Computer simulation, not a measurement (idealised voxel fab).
Process module name: voxel self aligned vias
Cross-sectional view cut (width: 295 nm; square cell size: 5 nm).
Cross-section = grid of square cells, listed top down in bands; band = one or more rows. Within each band entry, the heights of the top and of the bottom of the band appear first, in that order and in nm; the materials of the band then follow from left to right, each with its corresponding width in nm. The designation "full width" on a single material indicates that it fills the band from edge to edge; the designation "blank" indicates empty space. Heads up on the height convention: 0 is the point under which the incoming wafer is all one material, and the lowest band has no bottom, it just keeps going down, like "0..down". Width "30->40": first value at the band's top row of cells, second value at its bottom row, equal change from row to row. It should be understood that the words "no change occurred", when stated for a given step, signify that the cross-section underwent no change in any of its cells during that step. "Enclosed cavities": empty spaces of 8 cells or more with no open way to the top, each given as width x height at distance, distance from the left edge, all in nm. Formally, on a step line, whatever follows the settings is a remark that the simulator itself makes on the step. For masked steps, "overlay nm" on the step line gives how far right of plan the mask actually lay; a minus sign means it lay to the left.
-- The following list gives the planned process steps
1: RECEIVE with material Si
2: CONFORMAL_DEP with material SiO2, thk nm 15
3: CONFORMAL_DEP with material SiCN, thk nm 5
4: DIRECTIONAL_DEP with material lowk, thk nm 25
5: DIRECTIONAL_DEP with material aC, thk nm 15
6: PATTERN with tone open, mask id LINES, material resist, width nm 25, pitch nm 60, thk nm 30, overlay nm 0
7: DIRECTIONAL_ETCH with etch materials aC, depth nm 15
8: STRIP with etch materials resist
9: DIRECTIONAL_ETCH with etch materials lowk, depth nm 25
10: STRIP with etch materials aC
11: CONFORMAL_DEP with material TiN, thk nm 5
12: FILL_DEP with material Ru, thk nm 10
13: CMP with height nm 45
14: SELECTIVE_ETCH with etch materials W Ru TiN, depth nm 5
15: FILL_DEP with material SiN, thk nm 5
16: CMP with height nm 45
17: DIRECTIONAL_DEP with material lowk, thk nm 15
18: PATTERN with tone open, mask id VIAS, material resist, width nm 45, pitch nm 60, thk nm 15, overlay nm 0
19: DIRECTIONAL_ETCH with etch materials lowk, depth nm 15
20: DIRECTIONAL_ETCH with etch materials SiN, depth nm 5
21: STRIP with etch materials resist
22: CONFORMAL_DEP with material TiN, thk nm 5
23: FILL_DEP with material Ru, thk nm 10
24: CMP with height nm 60
25: CONFORMAL_DEP with material SiN, thk nm 5
-- Wafer, first of two, run as planned
-- Cross-section of the wafer at receipt, which is the condition after step 1
- 0..down  Si full width
- Enclosed cavities: none
-- State of the wafer after step 2, shown in cross-section
- 15..0  SiO2 full width
- All layers under 0 are left as they were.
-- State of the wafer after step 3, shown in cross-section
- 20..15  SiCN full width
- All layers under 15 are left as they were.
-- State of the wafer after step 4, shown in cross-section
- 45..20  lowk full width
- All layers under 20 are left as they were.
-- State of the wafer after step 5, shown in cross-section
- 60..45  aC full width
- All layers under 45 are left as they were.
-- State of the wafer after step 6, shown in cross-section
- 90..60  resist: 75  blank: 25  resist: 35  blank: 25  resist: 35  blank: 25  resist: 75
- All layers under 60 are left as they were.
-- State of the wafer after step 7, shown in cross-section
- 75..60  resist: 75  blank: 25  resist: 35  blank: 25  resist: 35  blank: 25  resist: 75
- 60..45  aC: 75  blank: 25  aC: 35  blank: 25  aC: 35  blank: 25  aC: 75
- All layers under 45 are left as they were.
-- State of the wafer after step 8, shown in cross-section
- 60..45  aC: 75  blank: 25  aC: 35  blank: 25  aC: 35  blank: 25  aC: 75
- All layers under 45 are left as they were.
-- State of the wafer after step 9, shown in cross-section
- 60..45  aC: 75  blank: 25  aC: 35  blank: 25  aC: 35  blank: 25  aC: 75
- 45..20  lowk: 75  blank: 25  lowk: 35  blank: 25  lowk: 35  blank: 25  lowk: 75
- All layers under 20 are left as they were.
-- State of the wafer after step 10, shown in cross-section
- 45..20  lowk: 75  blank: 25  lowk: 35  blank: 25  lowk: 35  blank: 25  lowk: 75
- All layers under 20 are left as they were.
-- State of the wafer after step 11, shown in cross-section
- 50..45  TiN: 80  blank: 15  TiN: 45  blank: 15  TiN: 45  blank: 15  TiN: 80
- 45..25  lowk: 75  TiN: 5  blank: 15  TiN: 5  lowk: 35  TiN: 5  blank: 15  TiN: 5  lowk: 35  TiN: 5  blank: 15  TiN: 5  lowk: 75
- 25..20  lowk: 75  TiN: 25  lowk: 35  TiN: 25  lowk: 35  TiN: 25  lowk: 75
- All layers under 20 are left as they were.
-- State of the wafer after step 12, shown in cross-section
- 60..50  Ru full width
- 50..45  TiN: 80  Ru: 15  TiN: 45  Ru: 15  TiN: 45  Ru: 15  TiN: 80
- 45..25  lowk: 75  TiN: 5  Ru: 15  TiN: 5  lowk: 35  TiN: 5  Ru: 15  TiN: 5  lowk: 35  TiN: 5  Ru: 15  TiN: 5  lowk: 75
- All layers under 25 are left as they were.
-- State of the wafer after step 13, shown in cross-section
- 45..25  lowk: 75  TiN: 5  Ru: 15  TiN: 5  lowk: 35  TiN: 5  Ru: 15  TiN: 5  lowk: 35  TiN: 5  Ru: 15  TiN: 5  lowk: 75
- All layers under 25 are left as they were.
-- State of the wafer after step 14, shown in cross-section
- 45..40  lowk: 75  blank: 25  lowk: 35  blank: 25  lowk: 35  blank: 25  lowk: 75
- All layers under 40 are left as they were.
-- State of the wafer after step 15, shown in cross-section
- 50..45  SiN full width
- 45..40  lowk: 75  SiN: 25  lowk: 35  SiN: 25  lowk: 35  SiN: 25  lowk: 75
- All layers under 40 are left as they were.
-- State of the wafer after step 16, shown in cross-section
- 45..40  lowk: 75  SiN: 25  lowk: 35  SiN: 25  lowk: 35  SiN: 25  lowk: 75
- All layers under 40 are left as they were.
-- State of the wafer after step 17, shown in cross-section
- 60..45  lowk full width
- All layers under 45 are left as they were.
-- State of the wafer after step 18, shown in cross-section
- 75..60  resist: 65  blank: 45  resist: 15  blank: 45  resist: 15  blank: 45  resist: 65
- All layers under 60 are left as they were.
-- State of the wafer after step 19, shown in cross-section
- 75..60  resist: 65  blank: 45  resist: 15  blank: 45  resist: 15  blank: 45  resist: 65
- 60..45  lowk: 65  blank: 45  lowk: 15  blank: 45  lowk: 15  blank: 45  lowk: 65
- All layers under 45 are left as they were.
-- State of the wafer after step 20, shown in cross-section
- 75..60  resist: 65  blank: 45  resist: 15  blank: 45  resist: 15  blank: 45  resist: 65
- 60..45  lowk: 65  blank: 45  lowk: 15  blank: 45  lowk: 15  blank: 45  lowk: 65
- 45..40  lowk: 75  blank: 25  lowk: 35  blank: 25  lowk: 35  blank: 25  lowk: 75
- All layers under 40 are left as they were.
-- State of the wafer after step 21, shown in cross-section
- 60..45  lowk: 65  blank: 45  lowk: 15  blank: 45  lowk: 15  blank: 45  lowk: 65
- All layers under 45 are left as they were.
-- State of the wafer after step 22, shown in cross-section
- 65..60  TiN: 70  blank: 35  TiN: 25  blank: 35  TiN: 25  blank: 35  TiN: 70
- 60..50  lowk: 65  TiN: 5  blank: 35  TiN: 5  lowk: 15  TiN: 5  blank: 35  TiN: 5  lowk: 15  TiN: 5  blank: 35  TiN: 5  lowk: 65
- 50..45  lowk: 65  TiN: 15  blank: 15  TiN: 15  lowk: 15  TiN: 15  blank: 15  TiN: 15  lowk: 15  TiN: 15  blank: 15  TiN: 15  lowk: 65
- 45..40  lowk: 75  TiN: 25  lowk: 35  TiN: 25  lowk: 35  TiN: 25  lowk: 75
- All layers under 40 are left as they were.
-- State of the wafer after step 23, shown in cross-section
- 75..65  Ru full width
- 65..60  TiN: 70  Ru: 35  TiN: 25  Ru: 35  TiN: 25  Ru: 35  TiN: 70
- 60..50  lowk: 65  TiN: 5  Ru: 35  TiN: 5  lowk: 15  TiN: 5  Ru: 35  TiN: 5  lowk: 15  TiN: 5  Ru: 35  TiN: 5  lowk: 65
- 50..45  lowk: 65  TiN: 15  Ru: 15  TiN: 15  lowk: 15  TiN: 15  Ru: 15  TiN: 15  lowk: 15  TiN: 15  Ru: 15  TiN: 15  lowk: 65
- All layers under 45 are left as they were.
-- State of the wafer after step 24, shown in cross-section
- 60..50  lowk: 65  TiN: 5  Ru: 35  TiN: 5  lowk: 15  TiN: 5  Ru: 35  TiN: 5  lowk: 15  TiN: 5  Ru: 35  TiN: 5  lowk: 65
- All layers under 50 are left as they were.
-- State of the wafer after step 25, shown in cross-section
- 65..60  SiN full width
- All layers under 60 are left as they were.
-- For the second wafer, take the first wafer's start and plan, then add one mistake made in running it; everything through step 24, that step included, is shared with the first
-- Second wafer, cut view, end of step 25 per plan
- 75..60  SiN full width
- All layers under 60 are left as they were.
The mistake made against the process plan was this: step 25 ran differently from the plan; actual operation with settings: CONFORMAL_DEP with material SiN, thk nm 15
Final wafer comparison in cells, second versus first, more or fewer per material: 118 more of SiN
